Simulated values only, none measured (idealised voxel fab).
Documented hereafter: the process module known as voxel tone inversion.
Each square cell in cross-section cut measures 5 nm, and the section as a whole is 170 nm wide.
A cross-section is written here as square cells arranged in a grid, and it is given in bands from the top down, each band taking up one or more rows of cells. This entry defines a band. It first specifies the height of the band's top and the height of its bottom in nm, and then specifies the band's materials from left to right, stating each material with its width in nm. The word "all across" identifies a single material that fills the band from edge to edge, while the word "air" identifies empty space. For the purposes of this specification, 0 denotes the height below which the wafer in its as-received condition is composed wholly of one material, and the lowermost band, lacking a lower limit, extends downward without end, as expressed in "0 nm and below". The notation "30 to 40" denotes a width that varies across the rows of cells in the band, beginning at the first number in the top row, finishing at the second number in the bottom row, and changing by an identical amount from each row to the next. No cell of the cross-section changed in a step that is given as "remains unaltered". Empty spaces without an open route to the top, at least 8 cells in extent, make up the entry "Entrapped void list"; each is given as width x height at distance, where the distance is measured from the left edge, and all are in nm. It should be noted that, on the line of a given step, the content following the step's settings is a remark produced by the simulator itself with respect to that step. "overlay nm", when on a step's line for a step with a mask, measures how far to the right of its planned place the mask lay; a negative measure means to the left.

Planned step list for the process:
- 1: RECEIVE, material Si
- 2: CONFORMAL_DEP, material SiN, thk nm 10
- 3: DIRECTIONAL_DEP, material aC, thk nm 25
- 4: PATTERN, tone cover, mask id POSTS, material resist, width nm 25, pitch nm 40, thk nm 30, overlay nm 0
- 5: DIRECTIONAL_ETCH, etch materials aC, depth nm 25
- 6: STRIP, etch materials resist
- 7: FILL_DEP, material lowk, thk nm 10
- 8: CMP, height nm 35
- 9: STRIP, etch materials aC
- 10: CONFORMAL_DEP, material TiN, thk nm 5
- 11: FILL_DEP, material Ru, thk nm 10
- 12: CMP, height nm 35
- 13: CONFORMAL_DEP, material SiCN, thk nm 5

Cross-section, incoming material, after step 1:
> 0 nm and below = Si all across
> Entrapped void list: none

Starting wafer: above. Plan: above. Run: one mistake. Cross-section after the module: below:
> 40 nm to 35 nm = SiCN all across
> 35 nm to 25 nm = SiN all across
> 25 nm to 0 nm = aC all across
> 0 nm and below = Si all across
> Entrapped void list: none
Deviation from plan: so 2 and 3 got swapped relative to the plan, each ran where the other was supposed to
